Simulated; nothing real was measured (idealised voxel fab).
The name of this process module is voxel quadruple lines.
FYI the section here is cut, 260 nm wide, cells are 5 nm squares.
Reading order for cross-sections: top band down to bottom band. Underlying form: a grid of square cells. Band size: one or more rows of cells.
Per band: top height and bottom height in nm, followed by the left-to-right materials and their widths in nm; "all across" marks a single material spanning edge to edge, "empty" marks empty space.
Convention: height 0 is the level below which the wafer, as received, is all one material. The lowest band does not terminate at the bottom but continues downward, represented as "0 and below".
The width entry "30..40" should be interpreted row by row: the top row of cells in the band takes the first number, the bottom row takes the second number, and the change between adjacent rows is uniform throughout.
You'll sometimes find "nothing got changed" written for a step, and that's the way of saying that nowhere in the cross-section did a cell change during that step.
Voids not open to the top, 8 cells minimum: see "Trapped voids". Written width x height at distance; distance is from the left edge; nm.
Past the settings on a step's line: simulator remark, on that step.
The setting "overlay nm" may be written on the line of a step. When the step uses a mask, the value reports how far to the right of the planned place the mask lay, and a negative value reports that it lay to the left.

[plan]
1: RECEIVE (material Si)
2: CONFORMAL_DEP (material Al2O3; thk nm 5)
3: DIRECTIONAL_DEP (material W; thk nm 15)
4: DIRECTIONAL_DEP (material polySi; thk nm 20)
5: DIRECTIONAL_DEP (material aC; thk nm 20)
6: PATTERN (tone cover; mask id MANDREL; material resist; width nm 20; thk nm 30; overlay nm 0)
7: DIRECTIONAL_ETCH (etch materials aC; depth nm 20)
8: STRIP (etch materials resist)
9: CONFORMAL_DEP (material SiO2; thk nm 10)
10: DIRECTIONAL_ETCH (etch materials SiO2; depth nm 10)
11: STRIP (etch materials aC)
12: DIRECTIONAL_ETCH (etch materials polySi; depth nm 20)
13: STRIP (etch materials SiO2)
14: CONFORMAL_DEP (material SiCN; thk nm 5)
15: DIRECTIONAL_ETCH (etch materials SiCN; depth nm 5)
16: STRIP (etch materials polySi)
17: DIRECTIONAL_ETCH (etch materials W; depth nm 15)
18: STRIP (etch materials SiCN)

[Cross-section of the wafer at receipt, which is the condition after step 1]
  0 and below  Si all across
  Trapped voids: none

[Cross-section: first of two wafers, module finished, run according to plan]
  20 down to 5  empty=105 | W=5 | empty=10 | W=5 | empty=10 | W=5 | empty=10 | W=5 | empty=105
  5 down to 0  Al2O3 all across
  0 and below  Si all across
  Trapped voids: none

[Same start, same plan as the first wafer - but one mistake in the run. Cross-section of the second of the two at the end of the module]
  20 down to 10  empty=105 | W=5 | empty=10 | W=5 | empty=10 | W=5 | empty=10 | W=5 | empty=105
  10 down to 5  W all across
  5 down to 0  Al2O3 all across
  0 and below  Si all across
  Trapped voids: none
Processing error: contrary to plan, step 17 was performed as DIRECTIONAL_ETCH (etch materials W; depth nm 10)
Wrapping up, a cell-based count of both wafers puts the second over or under the first for these materials: 48 more of W
